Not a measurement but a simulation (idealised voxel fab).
process module | voxel transistor to metal
cross-section cut | 295 nm wide | cells 5 nm
A cross-section is a grid of square cells, given in bands from the top down. A band is one or more rows of cells.
Each band's line starts with the height of the band's top and of its bottom, in nm. Then come its materials from left to right, each with its width in nm. One material with "throughout" fills the band from edge to edge. "air" is empty space.
Height 0 is the level under which the wafer as received is all one material. The lowest band goes on downwards, as in "0 down".
A width such as "30 to 40" changes by the same amount from each row of cells to the next, from the band's top row to its bottom row.
"no change" after a step means that no cell of the cross-section changed.
closed voids: empty space of 8 cells or more with no open way to the top, each as width x height at its distance from the left edge, in nm
after a step's settings: what the simulator itself notes on the step
overlay nm, on a step with a mask: how far to the right of its planned place the mask lay; to the left if negative
plan
1 op RECEIVE | material Si
2 op CONFORMAL_DEP | material SiO2 | thk nm 5
3 op CONFORMAL_DEP | material SiN | thk nm 10
4 op MASKED_ETCH | tone cover | mask id ACTIVE | width nm 115 | pitch nm 145 | etch materials SiN | depth nm 10 | overlay nm 0
5 op MASKED_ETCH | tone cover | mask id ACTIVE | width nm 115 | pitch nm 145 | etch materials SiO2 | depth nm 5 | overlay nm 0
6 op MASKED_ETCH | tone cover | mask id ACTIVE | width nm 115 | pitch nm 145 | etch materials Si | depth nm 30 | overlay nm 0
7 op OXIDIZE | depth nm 5
8 op FILL_DEP | material SiO2 | thk nm 5
9 op CMP | height nm 15
10 op SELECTIVE_ETCH | etch materials SiO2 | depth nm 10
11 op STRIP | etch materials SiN
12 op SELECTIVE_ETCH | etch materials SiO2 | depth nm 5
13 op OXIDIZE | depth nm 5
14 op DIRECTIONAL_DEP | material polySi | thk nm 25
15 op DIRECTIONAL_DEP | material SiCN | thk nm 15
16 op PATTERN | tone cover | mask id GATE | material resist | width nm 35 | pitch nm 145 | thk nm 15 | overlay nm 0
17 op DIRECTIONAL_ETCH | etch materials SiCN | depth nm 25
18 op DIRECTIONAL_ETCH | etch materials polySi | depth nm 35
19 op STRIP | etch materials resist
20 op CONFORMAL_DEP | material SiO2 | thk nm 5
21 op DIRECTIONAL_ETCH | etch materials SiO2 | depth nm 5
22 op CONFORMAL_DEP | material SiN | thk nm 5
23 op DIRECTIONAL_ETCH | etch materials SiN | depth nm 5
24 op DIRECTIONAL_ETCH | etch materials SiO2 | depth nm 5
25 op EPI | material pSi | thk nm 5
26 op FILL_DEP | material SiO2 | thk nm 10
27 op CMP | height nm 25
28 op STRIP | etch materials polySi
29 op SELECTIVE_ETCH | etch materials SiO2 | depth nm 5
30 op CONFORMAL_DEP | material HfO2 | thk nm 5
31 op CONFORMAL_DEP | material TiN | thk nm 5
32 op FILL_DEP | material W | thk nm 10
33 op CMP | height nm 20
34 op DIRECTIONAL_DEP | material SiO2 | thk nm 15
35 op PATTERN | tone open | mask id CONTACT | material resist | width nm 15 | thk nm 15 | overlay nm 0
36 op DIRECTIONAL_ETCH | etch materials SiO2 | depth nm 35
37 op STRIP | etch materials resist
38 op CONFORMAL_DEP | material TiN | thk nm 5
39 op FILL_DEP | material W | thk nm 5
40 op CMP | height nm 35
41 op CONFORMAL_DEP | material SiN | thk nm 5
42 op DIRECTIONAL_DEP | material lowk | thk nm 15
43 op MASKED_ETCH | tone open | mask id METAL_1 | width nm 15 | etch materials lowk | depth nm 15 | overlay nm 0
44 op MASKED_ETCH | tone open | mask id METAL_1 | width nm 15 | etch materials SiN | depth nm 5 | overlay nm 0
45 op CONFORMAL_DEP | material TiN | thk nm 5
46 op FILL_DEP | material Ru | thk nm 5
47 op CMP | height nm 55
48 op EPI | material Ru | thk nm 5
49 op FILL_DEP | material SiCN | thk nm 5
50 op DIRECTIONAL_DEP | material SiO2 | thk nm 35
51 op MASKED_ETCH | tone open | mask id METAL_2 | width nm 15 | pitch nm 145 | etch materials SiO2 | depth nm 20 | overlay nm 0
52 op PATTERN | tone open | mask id METAL_2_HOLES | material resist | width nm 15 | pitch nm 145 | thk nm 15 | overlay nm 0
53 op DIRECTIONAL_ETCH | etch materials SiO2 | depth nm 15
54 op DIRECTIONAL_ETCH | etch materials SiCN | depth nm 5
55 op STRIP | etch materials resist
56 op CONFORMAL_DEP | material TiN | thk nm 5
57 op FILL_DEP | material Cu | thk nm 10
58 op CMP | height nm 100
59 op CONFORMAL_DEP | material SiCN | thk nm 5
first wafer, as planned
as received, after step 1
  0 down: Si throughout
  closed voids: none
after step 2
  5 to 0: SiO2 throughout
  below 0: unchanged
after step 3
  15 to 5: SiN throughout
  below 5: unchanged
after step 4
  15 to 5: air 15 | SiN 115 | air 30 | SiN 115 | air 20
  below 5: unchanged
after step 5
  15 to 5: air 15 | SiN 115 | air 30 | SiN 115 | air 20
  5 to 0: air 15 | SiO2 115 | air 30 | SiO2 115 | air 20
  below 0: unchanged
after step 6
  15 to 5: air 15 | SiN 115 | air 30 | SiN 115 | air 20
  5 to 0: air 15 | SiO2 115 | air 30 | SiO2 115 | air 20
  0 to -30: air 15 | Si 115 | air 30 | Si 115 | air 20
  below -30: unchanged
after step 7
  15 to 5: air 15 | SiN 115 | air 30 | SiN 115 | air 20
  5 to 0: air 15 | SiO2 115 | air 30 | SiO2 115 | air 20
  0 to -30: air 15 | SiO2 5 | Si 105 | SiO2 5 | air 30 | SiO2 5 | Si 105 | SiO2 5 | air 20
  -30 to -35: SiO2 20 | Si 105 | SiO2 40 | Si 105 | SiO2 25
  below -35: unchanged
after step 8
  20 to 15: SiO2 throughout
  15 to 5: SiO2 15 | SiN 115 | SiO2 30 | SiN 115 | SiO2 20
  5 to 0: SiO2 throughout
  0 to -35: SiO2 20 | Si 105 | SiO2 40 | Si 105 | SiO2 25
  below -35: unchanged
after step 9
  15 to 5: SiO2 15 | SiN 115 | SiO2 30 | SiN 115 | SiO2 20
  below 5: unchanged
after step 10
  15 to 5: air 15 | SiN 115 | air 30 | SiN 115 | air 20
  below 5: unchanged
after step 11
  5 to 0: SiO2 throughout
  below 0: unchanged
after step 12
  0 to -35: SiO2 20 | Si 105 | SiO2 40 | Si 105 | SiO2 25
  below -35: unchanged
after step 13
  0 to -5: SiO2 throughout
  below -5: unchanged
after step 14
  25 to 0: polySi throughout
  below 0: unchanged
after step 15
  40 to 25: SiCN throughout
  below 25: unchanged
after step 16
  55 to 40: air 55 | resist 35 | air 110 | resist 35 | air 60
  below 40: unchanged
after step 17
  55 to 40: air 55 | resist 35 | air 110 | resist 35 | air 60
  40 to 25: air 55 | SiCN 35 | air 110 | SiCN 35 | air 60
  below 25: unchanged
after step 18
  55 to 40: air 55 | resist 35 | air 110 | resist 35 | air 60
  40 to 25: air 55 | SiCN 35 | air 110 | SiCN 35 | air 60
  25 to 0: air 55 | polySi 35 | air 110 | polySi 35 | air 60
  below 0: unchanged
after step 19
  40 to 25: air 55 | SiCN 35 | air 110 | SiCN 35 | air 60
  below 25: unchanged
after step 20
  45 to 40: air 50 | SiO2 45 | air 100 | SiO2 45 | air 55
  40 to 25: air 50 | SiO2 5 | SiCN 35 | SiO2 5 | air 100 | SiO2 5 | SiCN 35 | SiO2 5 | air 55
  25 to 5: air 50 | SiO2 5 | polySi 35 | SiO2 5 | air 100 | SiO2 5 | polySi 35 | SiO2 5 | air 55
  5 to 0: SiO2 55 | polySi 35 | SiO2 110 | polySi 35 | SiO2 60
  below 0: unchanged
after step 21
  40 to 25: air 50 | SiO2 5 | SiCN 35 | SiO2 5 | air 100 | SiO2 5 | SiCN 35 | SiO2 5 | air 55
  25 to 0: air 50 | SiO2 5 | polySi 35 | SiO2 5 | air 100 | SiO2 5 | polySi 35 | SiO2 5 | air 55
  below 0: unchanged
after step 22
  45 to 40: air 45 | SiN 55 | air 90 | SiN 55 | air 50
  40 to 25: air 45 | SiN 5 | SiO2 5 | SiCN 35 | SiO2 5 | SiN 5 | air 90 | SiN 5 | SiO2 5 | SiCN 35 | SiO2 5 | SiN 5 | air 50
  25 to 5: air 45 | SiN 5 | SiO2 5 | polySi 35 | SiO2 5 | SiN 5 | air 90 | SiN 5 | SiO2 5 | polySi 35 | SiO2 5 | SiN 5 | air 50
  5 to 0: SiN 50 | SiO2 5 | polySi 35 | SiO2 5 | SiN 100 | SiO2 5 | polySi 35 | SiO2 5 | SiN 55
  below 0: unchanged
after step 23
  40 to 25: air 45 | SiN 5 | SiO2 5 | SiCN 35 | SiO2 5 | SiN 5 | air 90 | SiN 5 | SiO2 5 | SiCN 35 | SiO2 5 | SiN 5 | air 50
  25 to 0: air 45 | SiN 5 | SiO2 5 | polySi 35 | SiO2 5 | SiN 5 | air 90 | SiN 5 | SiO2 5 | polySi 35 | SiO2 5 | SiN 5 | air 50
  below 0: unchanged
after step 24
  40 to 35: air 45 | SiN 5 | air 5 | SiCN 35 | air 5 | SiN 5 | air 90 | SiN 5 | air 5 | SiCN 35 | air 5 | SiN 5 | air 50
  35 to 25: air 45 | SiN 5 | SiO2 5 | SiCN 35 | SiO2 5 | SiN 5 | air 90 | SiN 5 | SiO2 5 | SiCN 35 | SiO2 5 | SiN 5 | air 50
  25 to 0: air 45 | SiN 5 | SiO2 5 | polySi 35 | SiO2 5 | SiN 5 | air 90 | SiN 5 | SiO2 5 | polySi 35 | SiO2 5 | SiN 5 | air 50
  0 to -5: air 45 | SiO2 55 | air 90 | SiO2 55 | air 50
  below -5: unchanged
after step 25
  40 to 35: air 45 | SiN 5 | air 5 | SiCN 35 | air 5 | SiN 5 | air 90 | SiN 5 | air 5 | SiCN 35 | air 5 | SiN 5 | air 50
  35 to 25: air 45 | SiN 5 | SiO2 5 | SiCN 35 | SiO2 5 | SiN 5 | air 90 | SiN 5 | SiO2 5 | SiCN 35 | SiO2 5 | SiN 5 | air 50
  25 to 0: air 45 | SiN 5 | SiO2 5 | polySi 35 | SiO2 5 | SiN 5 | air 90 | SiN 5 | SiO2 5 | polySi 35 | SiO2 5 | SiN 5 | air 50
  0 to -5: air 15 | pSi 30 | SiO2 55 | pSi 30 | air 30 | pSi 30 | SiO2 55 | pSi 30 | air 20
  below -5: unchanged
after step 26
  50 to 40: SiO2 throughout
  40 to 25: SiO2 45 | SiN 5 | SiO2 5 | SiCN 35 | SiO2 5 | SiN 5 | SiO2 90 | SiN 5 | SiO2 5 | SiCN 35 | SiO2 5 | SiN 5 | SiO2 50
  25 to 0: SiO2 45 | SiN 5 | SiO2 5 | polySi 35 | SiO2 5 | SiN 5 | SiO2 90 | SiN 5 | SiO2 5 | polySi 35 | SiO2 5 | SiN 5 | SiO2 50
  0 to -5: SiO2 15 | pSi 30 | SiO2 55 | pSi 30 | SiO2 30 | pSi 30 | SiO2 55 | pSi 30 | SiO2 20
  below -5: unchanged
after step 27
  25 to 0: SiO2 45 | SiN 5 | SiO2 5 | polySi 35 | SiO2 5 | SiN 5 | SiO2 90 | SiN 5 | SiO2 5 | polySi 35 | SiO2 5 | SiN 5 | SiO2 50
  below 0: unchanged
after step 28
  25 to 0: SiO2 45 | SiN 5 | SiO2 5 | air 35 | SiO2 5 | SiN 5 | SiO2 90 | SiN 5 | SiO2 5 | air 35 | SiO2 5 | SiN 5 | SiO2 50
  below 0: unchanged
after step 29
  25 to 20: air 45 | SiN 5 | air 45 | SiN 5 | air 90 | SiN 5 | air 45 | SiN 5 | air 50
  20 to 0: SiO2 45 | SiN 5 | air 45 | SiN 5 | SiO2 90 | SiN 5 | air 45 | SiN 5 | SiO2 50
  0 to -5: SiO2 15 | pSi 30 | SiO2 5 | air 45 | SiO2 5 | pSi 30 | SiO2 30 | pSi 30 | SiO2 5 | air 45 | SiO2 5 | pSi 30 | SiO2 20
  below -5: unchanged
after step 30
  30 to 25: air 40 | HfO2 15 | air 35 | HfO2 15 | air 80 | HfO2 15 | air 35 | HfO2 15 | air 45
  25 to 20: HfO2 45 | SiN 5 | HfO2 5 | air 35 | HfO2 5 | SiN 5 | HfO2 90 | SiN 5 | HfO2 5 | air 35 | HfO2 5 | SiN 5 | HfO2 50
  20 to 0: SiO2 45 | SiN 5 | HfO2 5 | air 35 | HfO2 5 | SiN 5 | SiO2 90 | SiN 5 | HfO2 5 | air 35 | HfO2 5 | SiN 5 | SiO2 50
  0 to -5: SiO2 15 | pSi 30 | SiO2 5 | HfO2 45 | SiO2 5 | pSi 30 | SiO2 30 | pSi 30 | SiO2 5 | HfO2 45 | SiO2 5 | pSi 30 | SiO2 20
  below -5: unchanged
after step 31
  35 to 30: air 35 | TiN 25 | air 25 | TiN 25 | air 70 | TiN 25 | air 25 | TiN 25 | air 40
  30 to 25: TiN 40 | HfO2 15 | TiN 5 | air 25 | TiN 5 | HfO2 15 | TiN 80 | HfO2 15 | TiN 5 | air 25 | TiN 5 | HfO2 15 | TiN 45
  25 to 20: HfO2 45 | SiN 5 | HfO2 5 | TiN 5 | air 25 | TiN 5 | HfO2 5 | SiN 5 | HfO2 90 | SiN 5 | HfO2 5 | TiN 5 | air 25 | TiN 5 | HfO2 5 | SiN 5 | HfO2 50
  20 to 5: SiO2 45 | SiN 5 | HfO2 5 | TiN 5 | air 25 | TiN 5 | HfO2 5 | SiN 5 | SiO2 90 | SiN 5 | HfO2 5 | TiN 5 | air 25 | TiN 5 | HfO2 5 | SiN 5 | SiO2 50
  5 to 0: SiO2 45 | SiN 5 | HfO2 5 | TiN 35 | HfO2 5 | SiN 5 | SiO2 90 | SiN 5 | HfO2 5 | TiN 35 | HfO2 5 | SiN 5 | SiO2 50
  below 0: unchanged
after step 32
  45 to 35: W throughout
  35 to 30: W 35 | TiN 25 | W 25 | TiN 25 | W 70 | TiN 25 | W 25 | TiN 25 | W 40
  30 to 25: TiN 40 | HfO2 15 | TiN 5 | W 25 | TiN 5 | HfO2 15 | TiN 80 | HfO2 15 | TiN 5 | W 25 | TiN 5 | HfO2 15 | TiN 45
  25 to 20: HfO2 45 | SiN 5 | HfO2 5 | TiN 5 | W 25 | TiN 5 | HfO2 5 | SiN 5 | HfO2 90 | SiN 5 | HfO2 5 | TiN 5 | W 25 | TiN 5 | HfO2 5 | SiN 5 | HfO2 50
  20 to 5: SiO2 45 | SiN 5 | HfO2 5 | TiN 5 | W 25 | TiN 5 | HfO2 5 | SiN 5 | SiO2 90 | SiN 5 | HfO2 5 | TiN 5 | W 25 | TiN 5 | HfO2 5 | SiN 5 | SiO2 50
  below 5: unchanged
after step 33
  20 to 5: SiO2 45 | SiN 5 | HfO2 5 | TiN 5 | W 25 | TiN 5 | HfO2 5 | SiN 5 | SiO2 90 | SiN 5 | HfO2 5 | TiN 5 | W 25 | TiN 5 | HfO2 5 | SiN 5 | SiO2 50
  below 5: unchanged
after step 34
  35 to 20: SiO2 throughout
  below 20: unchanged
after step 35
  50 to 35: resist 20 | air 15 | resist 75 | air 15 | resist 40 | air 15 | resist 75 | air 15 | resist 25
  below 35: unchanged
after step 36
  50 to 35: resist 20 | air 15 | resist 75 | air 15 | resist 40 | air 15 | resist 75 | air 15 | resist 25
  35 to 20: SiO2 20 | air 15 | SiO2 75 | air 15 | SiO2 40 | air 15 | SiO2 75 | air 15 | SiO2 25
  20 to 5: SiO2 20 | air 15 | SiO2 10 | SiN 5 | HfO2 5 | TiN 5 | W 25 | TiN 5 | HfO2 5 | SiN 5 | SiO2 10 | air 15 | SiO2 40 | air 15 | SiO2 10 | SiN 5 | HfO2 5 | TiN 5 | W 25 | TiN 5 | HfO2 5 | SiN 5 | SiO2 10 | air 15 | SiO2 25
  5 to 0: SiO2 20 | air 15 | SiO2 10 | SiN 5 | HfO2 5 | TiN 35 | HfO2 5 | SiN 5 | SiO2 10 | air 15 | SiO2 40 | air 15 | SiO2 10 | SiN 5 | HfO2 5 | TiN 35 | HfO2 5 | SiN 5 | SiO2 10 | air 15 | SiO2 25
  below 0: unchanged
after step 37
  35 to 20: SiO2 20 | air 15 | SiO2 75 | air 15 | SiO2 40 | air 15 | SiO2 75 | air 15 | SiO2 25
  below 20: unchanged
after step 38
  40 to 35: TiN 25 | air 5 | TiN 85 | air 5 | TiN 50 | air 5 | TiN 85 | air 5 | TiN 30
  35 to 20: SiO2 20 | TiN 5 | air 5 | TiN 5 | SiO2 75 | TiN 5 | air 5 | TiN 5 | SiO2 40 | TiN 5 | air 5 | TiN 5 | SiO2 75 | TiN 5 | air 5 | TiN 5 | SiO2 25
  20 to 5: SiO2 20 | TiN 5 | air 5 | TiN 5 | SiO2 10 | SiN 5 | HfO2 5 | TiN 5 | W 25 | TiN 5 | HfO2 5 | SiN 5 | SiO2 10 | TiN 5 | air 5 | TiN 5 | SiO2 40 | TiN 5 | air 5 | TiN 5 | SiO2 10 | SiN 5 | HfO2 5 | TiN 5 | W 25 | TiN 5 | HfO2 5 | SiN 5 | SiO2 10 | TiN 5 | air 5 | TiN 5 | SiO2 25
  5 to 0: SiO2 20 | TiN 15 | SiO2 10 | SiN 5 | HfO2 5 | TiN 35 | HfO2 5 | SiN 5 | SiO2 10 | TiN 15 | SiO2 40 | TiN 15 | SiO2 10 | SiN 5 | HfO2 5 | TiN 35 | HfO2 5 | SiN 5 | SiO2 10 | TiN 15 | SiO2 25
  below 0: unchanged
after step 39
  45 to 40: W throughout
  40 to 35: TiN 25 | W 5 | TiN 85 | W 5 | TiN 50 | W 5 | TiN 85 | W 5 | TiN 30
  35 to 20: SiO2 20 | TiN 5 | W 5 | TiN 5 | SiO2 75 | TiN 5 | W 5 | TiN 5 | SiO2 40 | TiN 5 | W 5 | TiN 5 | SiO2 75 | TiN 5 | W 5 | TiN 5 | SiO2 25
  20 to 5: SiO2 20 | TiN 5 | W 5 | TiN 5 | SiO2 10 | SiN 5 | HfO2 5 | TiN 5 | W 25 | TiN 5 | HfO2 5 | SiN 5 | SiO2 10 | TiN 5 | W 5 | TiN 5 | SiO2 40 | TiN 5 | W 5 | TiN 5 | SiO2 10 | SiN 5 | HfO2 5 | TiN 5 | W 25 | TiN 5 | HfO2 5 | SiN 5 | SiO2 10 | TiN 5 | W 5 | TiN 5 | SiO2 25
  below 5: unchanged
after step 40
  35 to 20: SiO2 20 | TiN 5 | W 5 | TiN 5 | SiO2 75 | TiN 5 | W 5 | TiN 5 | SiO2 40 | TiN 5 | W 5 | TiN 5 | SiO2 75 | TiN 5 | W 5 | TiN 5 | SiO2 25
  below 20: unchanged
after step 41
  40 to 35: SiN throughout
  below 35: unchanged
after step 42
  55 to 40: lowk throughout
  below 40: unchanged
after step 43
  55 to 40: lowk 20 | air 15 | lowk 75 | air 15 | lowk 40 | air 15 | lowk 75 | air 15 | lowk 25
  below 40: unchanged
after step 44
  55 to 40: lowk 20 | air 15 | lowk 75 | air 15 | lowk 40 | air 15 | lowk 75 | air 15 | lowk 25
  40 to 35: SiN 20 | air 15 | SiN 75 | air 15 | SiN 40 | air 15 | SiN 75 | air 15 | SiN 25
  below 35: unchanged
after step 45
  60 to 55: TiN 25 | air 5 | TiN 85 | air 5 | TiN 50 | air 5 | TiN 85 | air 5 | TiN 30
  55 to 40: lowk 20 | TiN 5 | air 5 | TiN 5 | lowk 75 | TiN 5 | air 5 | TiN 5 | lowk 40 | TiN 5 | air 5 | TiN 5 | lowk 75 | TiN 5 | air 5 | TiN 5 | lowk 25
  40 to 35: SiN 20 | TiN 15 | SiN 75 | TiN 15 | SiN 40 | TiN 15 | SiN 75 | TiN 15 | SiN 25
  below 35: unchanged
after step 46
  65 to 60: Ru throughout
  60 to 55: TiN 25 | Ru 5 | TiN 85 | Ru 5 | TiN 50 | Ru 5 | TiN 85 | Ru 5 | TiN 30
  55 to 40: lowk 20 | TiN 5 | Ru 5 | TiN 5 | lowk 75 | TiN 5 | Ru 5 | TiN 5 | lowk 40 | TiN 5 | Ru 5 | TiN 5 | lowk 75 | TiN 5 | Ru 5 | TiN 5 | lowk 25
  below 40: unchanged
after step 47
  55 to 40: lowk 20 | TiN 5 | Ru 5 | TiN 5 | lowk 75 | TiN 5 | Ru 5 | TiN 5 | lowk 40 | TiN 5 | Ru 5 | TiN 5 | lowk 75 | TiN 5 | Ru 5 | TiN 5 | lowk 25
  below 40: unchanged
after step 48
  60 to 55: air 15 | Ru 25 | air 65 | Ru 25 | air 30 | Ru 25 | air 65 | Ru 25 | air 20
  below 55: unchanged
after step 49
  65 to 60: SiCN throughout
  60 to 55: SiCN 15 | Ru 25 | SiCN 65 | Ru 25 | SiCN 30 | Ru 25 | SiCN 65 | Ru 25 | SiCN 20
  below 55: unchanged
after step 50
  100 to 65: SiO2 throughout
  below 65: unchanged
after step 51
  100 to 80: SiO2 20 | air 15 | SiO2 130 | air 15 | SiO2 115
  below 80: unchanged
after step 52
  115 to 100: resist 20 | air 15 | resist 130 | air 15 | resist 115
  below 100: unchanged
after step 53
  115 to 100: resist 20 | air 15 | resist 130 | air 15 | resist 115
  100 to 65: SiO2 20 | air 15 | SiO2 130 | air 15 | SiO2 115
  below 65: unchanged
after step 54
  115 to 100: resist 20 | air 15 | resist 130 | air 15 | resist 115
  100 to 65: SiO2 20 | air 15 | SiO2 130 | air 15 | SiO2 115
  65 to 60: SiCN 20 | air 15 | SiCN 130 | air 15 | SiCN 115
  below 60: unchanged
after step 55
  100 to 65: SiO2 20 | air 15 | SiO2 130 | air 15 | SiO2 115
  below 65: unchanged
after step 56
  105 to 100: TiN 25 | air 5 | TiN 140 | air 5 | TiN 120
  100 to 65: SiO2 20 | TiN 5 | air 5 | TiN 5 | SiO2 130 | TiN 5 | air 5 | TiN 5 | SiO2 115
  65 to 60: SiCN 20 | TiN 15 | SiCN 130 | TiN 15 | SiCN 115
  below 60: unchanged
after step 57
  115 to 105: Cu throughout
  105 to 100: TiN 25 | Cu 5 | TiN 140 | Cu 5 | TiN 120
  100 to 65: SiO2 20 | TiN 5 | Cu 5 | TiN 5 | SiO2 130 | TiN 5 | Cu 5 | TiN 5 | SiO2 115
  below 65: unchanged
after step 58
  100 to 65: SiO2 20 | TiN 5 | Cu 5 | TiN 5 | SiO2 130 | TiN 5 | Cu 5 | TiN 5 | SiO2 115
  below 65: unchanged
after step 59
  105 to 100: SiCN throughout
  below 100: unchanged
second wafer: like start, like plan, one mistake. Through step 32 it matches the first wafer
when step 33 should have ended
  25 to 20: HfO2 45 | SiN 5 | HfO2 5 | TiN 5 | W 25 | TiN 5 | HfO2 5 | SiN 5 | HfO2 90 | SiN 5 | HfO2 5 | TiN 5 | W 25 | TiN 5 | HfO2 5 | SiN 5 | HfO2 50
  below 20: unchanged
when step 34 should have ended
  40 to 25: SiO2 throughout
  below 25: unchanged
when step 35 should have ended
  55 to 40: resist 20 | air 15 | resist 75 | air 15 | resist 40 | air 15 | resist 75 | air 15 | resist 25
  below 40: unchanged
when step 36 should have ended
  55 to 40: resist 20 | air 15 | resist 75 | air 15 | resist 40 | air 15 | resist 75 | air 15 | resist 25
  40 to 25: SiO2 20 | air 15 | SiO2 75 | air 15 | SiO2 40 | air 15 | SiO2 75 | air 15 | SiO2 25
  below 25: unchanged
when step 37 should have ended
  40 to 25: SiO2 20 | air 15 | SiO2 75 | air 15 | SiO2 40 | air 15 | SiO2 75 | air 15 | SiO2 25
  below 25: unchanged
when step 38 should have ended
  45 to 40: TiN 25 | air 5 | TiN 85 | air 5 | TiN 50 | air 5 | TiN 85 | air 5 | TiN 30
  40 to 30: SiO2 20 | TiN 5 | air 5 | TiN 5 | SiO2 75 | TiN 5 | air 5 | TiN 5 | SiO2 40 | TiN 5 | air 5 | TiN 5 | SiO2 75 | TiN 5 | air 5 | TiN 5 | SiO2 25
  30 to 25: SiO2 20 | TiN 15 | SiO2 75 | TiN 15 | SiO2 40 | TiN 15 | SiO2 75 | TiN 15 | SiO2 25
  below 25: unchanged
when step 39 should have ended
  50 to 45: W throughout
  45 to 40: TiN 25 | W 5 | TiN 85 | W 5 | TiN 50 | W 5 | TiN 85 | W 5 | TiN 30
  40 to 30: SiO2 20 | TiN 5 | W 5 | TiN 5 | SiO2 75 | TiN 5 | W 5 | TiN 5 | SiO2 40 | TiN 5 | W 5 | TiN 5 | SiO2 75 | TiN 5 | W 5 | TiN 5 | SiO2 25
  below 30: unchanged
when step 40 should have ended
  35 to 30: SiO2 20 | TiN 5 | W 5 | TiN 5 | SiO2 75 | TiN 5 | W 5 | TiN 5 | SiO2 40 | TiN 5 | W 5 | TiN 5 | SiO2 75 | TiN 5 | W 5 | TiN 5 | SiO2 25
  below 30: unchanged
when step 41 should have ended
  40 to 35: SiN throughout
  below 35: unchanged
when step 42 should have ended
  55 to 40: lowk throughout
  below 40: unchanged
when step 43 should have ended
  55 to 40: lowk 20 | air 15 | lowk 75 | air 15 | lowk 40 | air 15 | lowk 75 | air 15 | lowk 25
  below 40: unchanged
when step 44 should have ended
  55 to 40: lowk 20 | air 15 | lowk 75 | air 15 | lowk 40 | air 15 | lowk 75 | air 15 | lowk 25
  40 to 35: SiN 20 | air 15 | SiN 75 | air 15 | SiN 40 | air 15 | SiN 75 | air 15 | SiN 25
  below 35: unchanged
when step 45 should have ended
  60 to 55: TiN 25 | air 5 | TiN 85 | air 5 | TiN 50 | air 5 | TiN 85 | air 5 | TiN 30
  55 to 40: lowk 20 | TiN 5 | air 5 | TiN 5 | lowk 75 | TiN 5 | air 5 | TiN 5 | lowk 40 | TiN 5 | air 5 | TiN 5 | lowk 75 | TiN 5 | air 5 | TiN 5 | lowk 25
  40 to 35: SiN 20 | TiN 15 | SiN 75 | TiN 15 | SiN 40 | TiN 15 | SiN 75 | TiN 15 | SiN 25
  below 35: unchanged
when step 46 should have ended
  65 to 60: Ru throughout
  60 to 55: TiN 25 | Ru 5 | TiN 85 | Ru 5 | TiN 50 | Ru 5 | TiN 85 | Ru 5 | TiN 30
  55 to 40: lowk 20 | TiN 5 | Ru 5 | TiN 5 | lowk 75 | TiN 5 | Ru 5 | TiN 5 | lowk 40 | TiN 5 | Ru 5 | TiN 5 | lowk 75 | TiN 5 | Ru 5 | TiN 5 | lowk 25
  below 40: unchanged
when step 47 should have ended
  55 to 40: lowk 20 | TiN 5 | Ru 5 | TiN 5 | lowk 75 | TiN 5 | Ru 5 | TiN 5 | lowk 40 | TiN 5 | Ru 5 | TiN 5 | lowk 75 | TiN 5 | Ru 5 | TiN 5 | lowk 25
  below 40: unchanged
when step 48 should have ended
  60 to 55: air 15 | Ru 25 | air 65 | Ru 25 | air 30 | Ru 25 | air 65 | Ru 25 | air 20
  below 55: unchanged
when step 49 should have ended
  65 to 60: SiCN throughout
  60 to 55: SiCN 15 | Ru 25 | SiCN 65 | Ru 25 | SiCN 30 | Ru 25 | SiCN 65 | Ru 25 | SiCN 20
  below 55: unchanged
when step 50 should have ended
  100 to 65: SiO2 throughout
  below 65: unchanged
when step 51 should have ended
  100 to 80: SiO2 20 | air 15 | SiO2 130 | air 15 | SiO2 115
  below 80: unchanged
when step 52 should have ended
  115 to 100: resist 20 | air 15 | resist 130 | air 15 | resist 115
  below 100: unchanged
when step 53 should have ended
  115 to 100: resist 20 | air 15 | resist 130 | air 15 | resist 115
  100 to 65: SiO2 20 | air 15 | SiO2 130 | air 15 | SiO2 115
  below 65: unchanged
when step 54 should have ended
  115 to 100: resist 20 | air 15 | resist 130 | air 15 | resist 115
  100 to 65: SiO2 20 | air 15 | SiO2 130 | air 15 | SiO2 115
  65 to 60: SiCN 20 | air 15 | SiCN 130 | air 15 | SiCN 115
  below 60: unchanged
when step 55 should have ended
  100 to 65: SiO2 20 | air 15 | SiO2 130 | air 15 | SiO2 115
  below 65: unchanged
when step 56 should have ended
  105 to 100: TiN 25 | air 5 | TiN 140 | air 5 | TiN 120
  100 to 65: SiO2 20 | TiN 5 | air 5 | TiN 5 | SiO2 130 | TiN 5 | air 5 | TiN 5 | SiO2 115
  65 to 60: SiCN 20 | TiN 15 | SiCN 130 | TiN 15 | SiCN 115
  below 60: unchanged
when step 57 should have ended
  115 to 105: Cu throughout
  105 to 100: TiN 25 | Cu 5 | TiN 140 | Cu 5 | TiN 120
  100 to 65: SiO2 20 | TiN 5 | Cu 5 | TiN 5 | SiO2 130 | TiN 5 | Cu 5 | TiN 5 | SiO2 115
  below 65: unchanged
when step 58 should have ended
  100 to 65: SiO2 20 | TiN 5 | Cu 5 | TiN 5 | SiO2 130 | TiN 5 | Cu 5 | TiN 5 | SiO2 115
  below 65: unchanged
when step 59 should have ended
  105 to 100: SiCN throughout
  below 100: unchanged
what went wrong: step 33 ran as: op CMP | height nm 25
at the end the second wafer has, in cells: 41 more of HfO2 | 4 more of SiN | 1 more of SiO2 | 36 fewer of TiN | 10 fewer of W
